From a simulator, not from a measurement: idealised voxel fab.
The process module presented herein is designated voxel gate over fins.
Shown is cross-section cut, with a width of 235 nm and square cells of size 5 nm.
Each cross-section below is a grid of square cells, stated as bands in top-down order, with one or more rows of cells making up each band. What a band's entry tells you: where the top is and where the bottom is, as heights in nm, and after that what lies inside, material by material from left to right, each with its width in nm. Empty space is written as the word "empty", and a single material marked with the word "throughout" occupies the band from edge to edge. For the purposes of this specification, 0 denotes the height below which the wafer in its as-received condition is composed wholly of one material, and the lowermost band, lacking a lower limit, extends downward without end, as expressed in "0 nm and below". Note: "30..40" means the width goes from the first number (top row of the band) to the second number (bottom row) in equal steps per row of cells. You'll sometimes find "no modification" written for a step, and that's the way of saying that nowhere in the cross-section did a cell change during that step. "Trapped void list" contains a list of empty spaces, each no smaller than 8 cells and without an open way to the top, written in the form width x height at distance with the distance from the left edge and all three in nm. The remark found on a step's line after its settings is issued by the simulator itself and pertains to that step. overlay nm: step with mask; distance mask lay right of planned place; negative value = left of planned place.
# List of planned process steps
1) RECEIVE [material Si]
2) CONFORMAL_DEP [material SiN] [thk nm 10]
3) DIRECTIONAL_DEP [material aC] [thk nm 10]
4) PATTERN [tone cover] [mask id FINS] [material resist] [width nm 15] [pitch nm 50] [thk nm 25] [overlay nm 0]
5) DIRECTIONAL_ETCH [etch materials aC] [depth nm 10]
6) STRIP [etch materials resist]
7) DIRECTIONAL_ETCH [etch materials SiN] [depth nm 10]
8) DIRECTIONAL_ETCH [etch materials Si] [depth nm 35]
9) STRIP [etch materials aC]
10) OXIDIZE [depth nm 5]
11) FILL_DEP [material SiO2] [thk nm 10]
12) CMP [height nm 10]
13) DIRECTIONAL_DEP [material aC] [thk nm 10]
14) PATTERN [tone open] [mask id RAIL] [material resist] [width nm 15] [thk nm 30] [overlay nm 0]
15) DIRECTIONAL_ETCH [etch materials aC] [depth nm 10]
16) STRIP [etch materials resist]
17) DIRECTIONAL_ETCH [etch materials SiO2] [depth nm 40]
18) STRIP [etch materials aC]
19) CONFORMAL_DEP [material TiN] [thk nm 5]
20) FILL_DEP [material Ru] [thk nm 5]
21) CMP [height nm 10]
22) SELECTIVE_ETCH [etch materials W Ru TiN] [depth nm 35]
23) FILL_DEP [material SiO2] [thk nm 5]
24) CMP [height nm 10]
25) SELECTIVE_ETCH [etch materials SiO2] [depth nm 25]
26) STRIP [etch materials SiN]
27) CONFORMAL_DEP [material HfO2] [thk nm 5]
28) CONFORMAL_DEP [material TiN] [thk nm 5]
29) CONFORMAL_DEP [material TiAl] [thk nm 5]
30) CONFORMAL_DEP [material TiN] [thk nm 5]
31) FILL_DEP [material W] [thk nm 10]
32) CMP [height nm 25]
33) CONFORMAL_DEP [material SiN] [thk nm 10]
# Wafer at receipt (post step 1), cross-section
0 nm and below: Si throughout
Trapped void list: none
# Sectioned view, first of two wafers, at the close of the module, processed as intended in the plan
35 nm to 25 nm: SiN throughout
25 nm to 20 nm: W throughout
20 nm to 15 nm: 20 W, 45 TiN, 5 W, 45 TiN, 5 W, 45 TiN, 5 W, 45 TiN, 20 W
15 nm to 10 nm: 20 W, 5 TiN, 35 TiAl, 5 TiN, 5 W, 5 TiN, 35 TiAl, 5 TiN, 5 W, 5 TiN, 35 TiAl, 5 TiN, 5 W, 5 TiN, 35 TiAl, 5 TiN, 20 W
10 nm to 5 nm: 20 W, 5 TiN, 5 TiAl, 25 TiN, 5 TiAl, 5 TiN, 5 W, 5 TiN, 5 TiAl, 25 TiN, 5 TiAl, 5 TiN, 5 W, 5 TiN, 5 TiAl, 25 TiN, 5 TiAl, 5 TiN, 5 W, 5 TiN, 5 TiAl, 25 TiN, 5 TiAl, 5 TiN, 20 W
5 nm to 0 nm: 25 TiN, 5 TiAl, 5 TiN, 15 HfO2, 5 TiN, 5 TiAl, 15 TiN, 5 TiAl, 5 TiN, 15 HfO2, 5 TiN, 5 TiAl, 15 TiN, 5 TiAl, 5 TiN, 15 HfO2, 5 TiN, 5 TiAl, 15 TiN, 5 TiAl, 5 TiN, 15 HfO2, 5 TiN, 5 TiAl, 25 TiN
0 nm to -5 nm: 30 TiAl, 5 TiN, 5 HfO2, 5 Si, 5 HfO2, 5 TiN, 25 TiAl, 5 TiN, 5 HfO2, 5 Si, 5 HfO2, 5 TiN, 25 TiAl, 5 TiN, 5 HfO2, 5 Si, 5 HfO2, 5 TiN, 25 TiAl, 5 TiN, 5 HfO2, 5 Si, 5 HfO2, 5 TiN, 30 TiAl
-5 nm to -10 nm: 35 TiN, 5 HfO2, 5 Si, 5 HfO2, 35 TiN, 5 HfO2, 5 Si, 5 HfO2, 35 TiN, 5 HfO2, 5 Si, 5 HfO2, 35 TiN, 5 HfO2, 5 Si, 5 HfO2, 35 TiN
-10 nm to -15 nm: 40 HfO2, 5 Si, 45 HfO2, 5 Si, 45 HfO2, 5 Si, 45 HfO2, 5 Si, 40 HfO2
-15 nm to -25 nm: 40 SiO2, 5 Si, 45 SiO2, 5 Si, 45 SiO2, 5 Si, 45 SiO2, 5 Si, 40 SiO2
-25 nm to -30 nm: 40 SiO2, 5 Si, 15 SiO2, 15 TiN, 15 SiO2, 5 Si, 45 SiO2, 5 Si, 45 SiO2, 5 Si, 40 SiO2
-30 nm to -40 nm: 40 SiO2, 5 Si, 45 SiO2, 5 Si, 45 SiO2, 5 Si, 45 SiO2, 5 Si, 40 SiO2
-40 nm and below: Si throughout
Trapped void list: none
# Here is the second of the two wafers cut open at the end of the module - same start, same plan as the first one, but we made one mistake running it
35 nm to 25 nm: SiN throughout
25 nm to 20 nm: 40 W, 5 TiN, 45 TiAl, 5 TiN, 140 W
20 nm to 15 nm: 20 W, 25 TiN, 5 TiAl, 35 TiN, 5 TiAl, 25 TiN, 5 W, 45 TiN, 5 W, 45 TiN, 20 W
15 nm to 10 nm: 20 W, 5 TiN, 25 TiAl, 5 TiN, 25 HfO2, 5 TiN, 25 TiAl, 5 TiN, 5 W, 5 TiN, 35 TiAl, 5 TiN, 5 W, 5 TiN, 35 TiAl, 5 TiN, 20 W
10 nm to 5 nm: 20 W, 5 TiN, 5 TiAl, 25 TiN, 5 HfO2, 15 aC, 5 HfO2, 25 TiN, 5 TiAl, 5 TiN, 5 W, 5 TiN, 5 TiAl, 25 TiN, 5 TiAl, 5 TiN, 5 W, 5 TiN, 5 TiAl, 25 TiN, 5 TiAl, 5 TiN, 20 W
5 nm to 0 nm: 25 TiN, 5 TiAl, 5 TiN, 15 HfO2, 5 TiN, 5 HfO2, 15 aC, 5 HfO2, 5 TiN, 15 HfO2, 5 TiN, 5 TiAl, 15 TiN, 5 TiAl, 5 TiN, 15 HfO2, 5 TiN, 5 TiAl, 15 TiN, 5 TiAl, 5 TiN, 15 HfO2, 5 TiN, 5 TiAl, 25 TiN
0 nm to -5 nm: 30 TiAl, 5 TiN, 5 HfO2, 5 Si, 5 HfO2, 5 TiN, 5 HfO2, 15 aC, 5 HfO2, 5 TiN, 5 HfO2, 5 Si, 5 HfO2, 5 TiN, 25 TiAl, 5 TiN, 5 HfO2, 5 Si, 5 HfO2, 5 TiN, 25 TiAl, 5 TiN, 5 HfO2, 5 Si, 5 HfO2, 5 TiN, 30 TiAl
-5 nm to -10 nm: 35 TiN, 5 HfO2, 5 Si, 5 HfO2, 5 TiN, 5 HfO2, 15 aC, 5 HfO2, 5 TiN, 5 HfO2, 5 Si, 5 HfO2, 35 TiN, 5 HfO2, 5 Si, 5 HfO2, 35 TiN, 5 HfO2, 5 Si, 5 HfO2, 35 TiN
-10 nm to -15 nm: 40 HfO2, 5 Si, 15 HfO2, 15 aC, 15 HfO2, 5 Si, 45 HfO2, 5 Si, 45 HfO2, 5 Si, 40 HfO2
-15 nm to -25 nm: 40 SiO2, 5 Si, 15 SiO2, 15 aC, 15 SiO2, 5 Si, 45 SiO2, 5 Si, 45 SiO2, 5 Si, 40 SiO2
-25 nm to -30 nm: 40 SiO2, 5 Si, 15 SiO2, 15 TiN, 15 SiO2, 5 Si, 45 SiO2, 5 Si, 45 SiO2, 5 Si, 40 SiO2
-30 nm to -40 nm: 40 SiO2, 5 Si, 45 SiO2, 5 Si, 45 SiO2, 5 Si, 45 SiO2, 5 Si, 40 SiO2
-40 nm and below: Si throughout
Trapped void list: none
Finding, execution versus plan: step 23 was processed under conditions differing from the plan, specifically as FILL_DEP [material aC] [thk nm 5]
FYI, end of process, the second wafer has more or fewer cells of some materials than the first: 10 more of HfO2; 6 fewer of SiO2; 2 fewer of TiAl; 9 fewer of TiN; 14 fewer of W; 21 more of aC
